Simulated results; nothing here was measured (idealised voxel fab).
process module | voxel tone inversion
cross-section cut | 300 nm wide | cells 5 nm
A cross-section is a grid of square cells, given in bands from the top down. A band is one or more rows of cells.
Each band's line starts with the height of the band's top and of its bottom, in nm. Then come its materials from left to right, each with its width in nm. One material with "throughout" fills the band from edge to edge. "air" is empty space.
Height 0 is the level under which the wafer as received is all one material. The lowest band goes on downwards, as in "0 down".
A width such as "30 to 40" changes by the same amount from each row of cells to the next, from the band's top row to its bottom row.
"no change" after a step means that no cell of the cross-section changed.
closed voids: empty space of 8 cells or more with no open way to the top, each as width x height at its distance from the left edge, in nm
after a step's settings: what the simulator itself notes on the step
overlay nm, on a step with a mask: how far to the right of its planned place the mask lay; to the left if negative
plan
1 op RECEIVE | material Si
2 op CONFORMAL_DEP | material SiN | thk nm 5
3 op DIRECTIONAL_DEP | material aC | thk nm 20
4 op PATTERN | tone cover | mask id POSTS | material resist | width nm 25 | pitch nm 45 | thk nm 25 | overlay nm 0
5 op DIRECTIONAL_ETCH | etch materials aC | depth nm 20
6 op STRIP | etch materials resist
7 op FILL_DEP | material SiO2 | thk nm 10
8 op CMP | height nm 25
9 op STRIP | etch materials aC
as received, after step 1
  0 down: Si throughout
  closed voids: none
a wafer at the end: this start, this plan, one mistake
  30 to 25: SiO2 throughout
  25 to 5: SiO2 70 | aC 25 | SiO2 20 | aC 25 | SiO2 20 | aC 25 | SiO2 20 | aC 25 | SiO2 70
  5 to 0: SiN throughout
  0 down: Si throughout
  closed voids: none
what went wrong: step 8 ran as: op CMP | height nm 30
